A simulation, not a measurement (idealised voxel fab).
The process module presented herein is designated voxel self aligned contacts.
The cross-section on display is named cut; it measures 240 nm wide, and its cells are 5 nm squares.
Notation: cross-section as square-cell grid; stated in bands, top first, going down; one or more cell rows per band. Top, bottom (nm), then materials left to right with widths (nm); lone material tagged "all across" fills the whole band edge to edge; "empty" = empty space. Basically, 0 is our baseline, since under it the wafer straight out of the box is all one material. The bottom band has no lower end and keeps on going down, so it looks like "0 nm and below". The notation "30->40" denotes a width that varies across the rows of cells in the band, beginning at the first number in the top row, finishing at the second number in the bottom row, and changing by an identical amount from each row to the next. Given "no modifications" for a step, no cell of the cross-section differs between before and after that step. "Catalogued sealed voids" means: voids of 8 cells or more that are shut off from the top with no open way through. Written width x height at distance, distance from the left edge, in nm. On a step's line, text after the settings is the simulator commenting on that step. The setting "overlay nm" may be written on the line of a step. When the step uses a mask, the value reports how far to the right of the planned place the mask lay, and a negative value reports that it lay to the left.
[So here's the lineup of process steps we planned]
1) RECEIVE with material Si
2) OXIDIZE with depth nm 5
3) DIRECTIONAL_DEP with material polySi, thk nm 20
4) DIRECTIONAL_DEP with material SiN, thk nm 20
5) PATTERN with tone cover, mask id GATE, material resist, width nm 35, pitch nm 75, thk nm 20, overlay nm 0
6) DIRECTIONAL_ETCH with etch materials SiN, depth nm 20
7) DIRECTIONAL_ETCH with etch materials polySi, depth nm 20
8) STRIP with etch materials resist
9) CONFORMAL_DEP with material SiN, thk nm 10
10) DIRECTIONAL_ETCH with etch materials SiN, depth nm 10
11) FILL_DEP with material SiO2, thk nm 15
12) CMP with height nm 45
13) MASKED_ETCH with tone open, mask id CONTACT, width nm 50, pitch nm 75, etch materials SiO2, depth nm 50, overlay nm 0
14) CONFORMAL_DEP with material TiN, thk nm 5
15) FILL_DEP with material W, thk nm 5
16) CMP with height nm 45
17) CONFORMAL_DEP with material SiN, thk nm 5
[Cross-section of the incoming wafer, state after step 1]
> 0 nm and below  Si all across
> Catalogued sealed voids: none
[Figure: cross-sectional view of the wafer upon completion of the module, processed from the initial state and according to the plan depicted above, with one error introduced during execution]
> 50 nm to 45 nm  SiN all across
> 45 nm to 40 nm  SiO2 (55), TiN (50), SiO2 (25), TiN (50), SiO2 (60)
> 40 nm to 20 nm  SiN (35), SiO2 (15), SiN (60), SiO2 (15), SiN (60), SiO2 (15), SiN (40)
> 20 nm to 0 nm  polySi (25), SiN (10), SiO2 (15), SiN (10), polySi (40), SiN (10), SiO2 (15), SiN (10), polySi (40), SiN (10), SiO2 (15), SiN (10), polySi (30)
> 0 nm to -5 nm  SiO2 all across
> -5 nm and below  Si all across
> Catalogued sealed voids: none
What broke from the plan during processing? step 5 ran differently from the plan; actual operation with settings: PATTERN with tone open, mask id GATE, material resist, width nm 35, pitch nm 75, thk nm 20, overlay nm 0
